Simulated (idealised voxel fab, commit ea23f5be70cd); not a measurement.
Herein follows the process module entitled voxel self aligned contacts.
Square cell edge 5 nm, section width 170 nm, ID cut.
The cross-sections in this document take the form of a grid made of square cells. They are written out as bands, in order from top to bottom. Each band consists of one or more rows of cells.
What a band's entry tells you: where the top is and where the bottom is, as heights in nm, and after that what lies inside, material by material from left to right, each with its width in nm. Empty space is written as the word "blank", and a single material marked with the word "throughout" occupies the band from edge to edge.
Heights from 0 (as-received wafer is one material below). Bottom band endless downward, as "0 nm and below".
The notation "30 to 40" denotes a width that varies across the rows of cells in the band, beginning at the first number in the top row, finishing at the second number in the bottom row, and changing by an identical amount from each row to the next.
A step reported as "nothing different" is a step in which no cell of the cross-section changed.
What "Closed internal voids" gives you is every empty space of 8 cells or more that is cut off from the top. Each appears as width x height at distance, with the distance taken from the left edge and width, height and distance all in nm.
Text after the settings on a step's line: the simulator's own remark on that step.
overlay nm, on a step with a mask: how far to the right of its planned place the mask lay; to the left if negative
Planned process steps:
| 1 | op RECEIVE | material Si |
| 2 | op CONFORMAL_DEP | material SiO2 | thk nm 5 |
| 3 | op DIRECTIONAL_DEP | material polySi | thk nm 25 |
| 4 | op DIRECTIONAL_DEP | material SiN | thk nm 20 |
| 5 | op PATTERN | tone cover | mask id GATE | material resist | width nm 35 | pitch nm 70 | thk nm 15 | overlay nm 0 |
| 6 | op DIRECTIONAL_ETCH | etch materials SiN | depth nm 20 |
| 7 | op DIRECTIONAL_ETCH | etch materials polySi | depth nm 25 |
| 8 | op STRIP | etch materials resist |
| 9 | op CONFORMAL_DEP | material SiN | thk nm 10 |
| 10 | op DIRECTIONAL_ETCH | etch materials SiN | depth nm 10 |
| 11 | op FILL_DEP | material SiO2 | thk nm 20 |
| 12 | op CMP | height nm 60 |
| 13 | op PATTERN | tone open | mask id CONTACT | material resist | width nm 55 | thk nm 15 | overlay nm 0 |
| 14 | op DIRECTIONAL_ETCH | etch materials SiO2 | depth nm 60 |
| 15 | op STRIP | etch materials resist |
| 16 | op CONFORMAL_DEP | material TiN | thk nm 5 |
| 17 | op FILL_DEP | material Ru | thk nm 10 |
| 18 | op CMP | height nm 60 |
| 19 | op CONFORMAL_DEP | material SiCN | thk nm 5 |
First of the two wafers, run per plan:
Cross-sectional view of the wafer in its as-received condition, corresponding to the state after step 1:
  0 nm and below | Si throughout
  Closed internal voids: none
Cross-sectional representation of the wafer at the conclusion of step 2:
  5 nm to 0 nm | SiO2 throughout
  Unchanged below 0.
Cross-sectional representation of the wafer at the conclusion of step 3:
  30 nm to 5 nm | polySi throughout
  Unchanged below 5.
Cross-sectional representation of the wafer at the conclusion of step 4:
  50 nm to 30 nm | SiN throughout
  Unchanged below 30.
Cross-sectional representation of the wafer at the conclusion of step 5:
  65 nm to 50 nm | blank: 30, then resist: 35, then blank: 35, then resist: 35, then blank: 35
  Unchanged below 50.
Cross-sectional representation of the wafer at the conclusion of step 6:
  65 nm to 50 nm | blank: 30, then resist: 35, then blank: 35, then resist: 35, then blank: 35
  50 nm to 30 nm | blank: 30, then SiN: 35, then blank: 35, then SiN: 35, then blank: 35
  Unchanged below 30.
Cross-sectional representation of the wafer at the conclusion of step 7:
  65 nm to 50 nm | blank: 30, then resist: 35, then blank: 35, then resist: 35, then blank: 35
  50 nm to 30 nm | blank: 30, then SiN: 35, then blank: 35, then SiN: 35, then blank: 35
  30 nm to 5 nm | blank: 30, then polySi: 35, then blank: 35, then polySi: 35, then blank: 35
  Unchanged below 5.
Cross-sectional representation of the wafer at the conclusion of step 8:
  50 nm to 30 nm | blank: 30, then SiN: 35, then blank: 35, then SiN: 35, then blank: 35
  Unchanged below 30.
Cross-sectional representation of the wafer at the conclusion of step 9:
  60 nm to 30 nm | blank: 20, then SiN: 55, then blank: 15, then SiN: 55, then blank: 25
  30 nm to 15 nm | blank: 20, then SiN: 10, then polySi: 35, then SiN: 10, then blank: 15, then SiN: 10, then polySi: 35, then SiN: 10, then blank: 25
  15 nm to 5 nm | SiN: 30, then polySi: 35, then SiN: 35, then polySi: 35, then SiN: 35
  Unchanged below 5.
Cross-sectional representation of the wafer at the conclusion of step 10:
  50 nm to 30 nm | blank: 20, then SiN: 55, then blank: 15, then SiN: 55, then blank: 25
  30 nm to 5 nm | blank: 20, then SiN: 10, then polySi: 35, then SiN: 10, then blank: 15, then SiN: 10, then polySi: 35, then SiN: 10, then blank: 25
  Unchanged below 5.
Cross-sectional representation of the wafer at the conclusion of step 11:
  70 nm to 50 nm | SiO2 throughout
  50 nm to 30 nm | SiO2: 20, then SiN: 55, then SiO2: 15, then SiN: 55, then SiO2: 25
  30 nm to 5 nm | SiO2: 20, then SiN: 10, then polySi: 35, then SiN: 10, then SiO2: 15, then SiN: 10, then polySi: 35, then SiN: 10, then SiO2: 25
  Unchanged below 5.
Cross-sectional representation of the wafer at the conclusion of step 12:
  60 nm to 50 nm | SiO2 throughout
  Unchanged below 50.
Cross-sectional representation of the wafer at the conclusion of step 13:
  75 nm to 60 nm | resist: 55, then blank: 55, then resist: 60
  Unchanged below 60.
Cross-sectional representation of the wafer at the conclusion of step 14:
  75 nm to 60 nm | resist: 55, then blank: 55, then resist: 60
  60 nm to 50 nm | SiO2: 55, then blank: 55, then SiO2: 60
  50 nm to 30 nm | SiO2: 20, then SiN: 55, then blank: 15, then SiN: 55, then SiO2: 25
  30 nm to 5 nm | SiO2: 20, then SiN: 10, then polySi: 35, then SiN: 10, then blank: 15, then SiN: 10, then polySi: 35, then SiN: 10, then SiO2: 25
  5 nm to 0 nm | SiO2: 75, then blank: 15, then SiO2: 80
  Unchanged below 0.
Cross-sectional representation of the wafer at the conclusion of step 15:
  60 nm to 50 nm | SiO2: 55, then blank: 55, then SiO2: 60
  Unchanged below 50.
Cross-sectional representation of the wafer at the conclusion of step 16:
  65 nm to 60 nm | TiN: 60, then blank: 45, then TiN: 65
  60 nm to 50 nm | SiO2: 55, then TiN: 5 to 25, then blank: 45 to 5, then TiN: 5 to 25, then SiO2: 60
  50 nm to 30 nm | SiO2: 20, then SiN: 55, then TiN: 5, then blank: 5, then TiN: 5, then SiN: 55, then SiO2: 25
  30 nm to 5 nm | SiO2: 20, then SiN: 10, then polySi: 35, then SiN: 10, then TiN: 5, then blank: 5, then TiN: 5, then SiN: 10, then polySi: 35, then SiN: 10, then SiO2: 25
  5 nm to 0 nm | SiO2: 75, then TiN: 15, then SiO2: 80
  Unchanged below 0.
Cross-sectional representation of the wafer at the conclusion of step 17:
  75 nm to 65 nm | Ru throughout
  65 nm to 60 nm | TiN: 60, then Ru: 45, then TiN: 65
  60 nm to 50 nm | SiO2: 55, then TiN: 5 to 25, then Ru: 45 to 5, then TiN: 5 to 25, then SiO2: 60
  50 nm to 30 nm | SiO2: 20, then SiN: 55, then TiN: 5, then Ru: 5, then TiN: 5, then SiN: 55, then SiO2: 25
  30 nm to 5 nm | SiO2: 20, then SiN: 10, then polySi: 35, then SiN: 10, then TiN: 5, then Ru: 5, then TiN: 5, then SiN: 10, then polySi: 35, then SiN: 10, then SiO2: 25
  Unchanged below 5.
Cross-sectional representation of the wafer at the conclusion of step 18:
  60 nm to 50 nm | SiO2: 55, then TiN: 5 to 25, then Ru: 45 to 5, then TiN: 5 to 25, then SiO2: 60
  Unchanged below 50.
Cross-sectional representation of the wafer at the conclusion of step 19:
  65 nm to 60 nm | SiCN throughout
  Unchanged below 60.
For the second wafer, take the first wafer's start and plan, then add one mistake made in running it; everything through step 12, that step included, is shared with the first:
Second wafer, cross-section, planned end of step 13:
  75 nm to 60 nm | blank: 55, then resist: 55, then blank: 60
  Unchanged below 60.
Second wafer, cross-section, planned end of step 14:
  75 nm to 60 nm | blank: 55, then resist: 55, then blank: 60
  60 nm to 50 nm | blank: 55, then SiO2: 55, then blank: 60
  50 nm to 30 nm | blank: 20, then SiN: 55, then SiO2: 15, then SiN: 55, then blank: 25
  30 nm to 5 nm | blank: 20, then SiN: 10, then polySi: 35, then SiN: 10, then SiO2: 15, then SiN: 10, then polySi: 35, then SiN: 10, then blank: 25
  5 nm to 0 nm | blank: 20, then SiO2: 125, then blank: 25
  Unchanged below 0.
Second wafer, cross-section, planned end of step 15:
  60 nm to 50 nm | blank: 55, then SiO2: 55, then blank: 60
  Unchanged below 50.
Second wafer, cross-section, planned end of step 16:
  65 nm to 60 nm | blank: 50, then TiN: 65, then blank: 55
  60 nm to 50 nm | blank: 50 to 15, then TiN: 5 to 40, then SiO2: 55, then TiN: 5 to 40, then blank: 55 to 20
  50 nm to 30 nm | blank: 15, then TiN: 5, then SiN: 55, then SiO2: 15, then SiN: 55, then TiN: 5, then blank: 20
  30 nm to 5 nm | blank: 15, then TiN: 5, then SiN: 10, then polySi: 35, then SiN: 10, then SiO2: 15, then SiN: 10, then polySi: 35, then SiN: 10, then TiN: 5, then blank: 20
  5 nm to 0 nm | TiN: 20, then SiO2: 125, then TiN: 25
  Unchanged below 0.
Second wafer, cross-section, planned end of step 17:
  75 nm to 65 nm | Ru throughout
  65 nm to 60 nm | Ru: 50, then TiN: 65, then Ru: 55
  60 nm to 50 nm | Ru: 50 to 15, then TiN: 5 to 40, then SiO2: 55, then TiN: 5 to 40, then Ru: 55 to 20
  50 nm to 30 nm | Ru: 15, then TiN: 5, then SiN: 55, then SiO2: 15, then SiN: 55, then TiN: 5, then Ru: 20
  30 nm to 5 nm | Ru: 15, then TiN: 5, then SiN: 10, then polySi: 35, then SiN: 10, then SiO2: 15, then SiN: 10, then polySi: 35, then SiN: 10, then TiN: 5, then Ru: 20
  Unchanged below 5.
Second wafer, cross-section, planned end of step 18:
  60 nm to 50 nm | Ru: 50 to 15, then TiN: 5 to 40, then SiO2: 55, then TiN: 5 to 40, then Ru: 55 to 20
  Unchanged below 50.
Second wafer, cross-section, planned end of step 19:
  65 nm to 60 nm | SiCN throughout
  Unchanged below 60.
Processing error: contrary to plan, step 13 was performed as op PATTERN | tone cover | mask id CONTACT | material resist | width nm 55 | thk nm 15 | overlay nm 0
The final cell counts differ between the wafers, with the second having more or fewer of some materials than the first: Ru: 72 more | SiO2: 84 fewer | TiN: 12 more
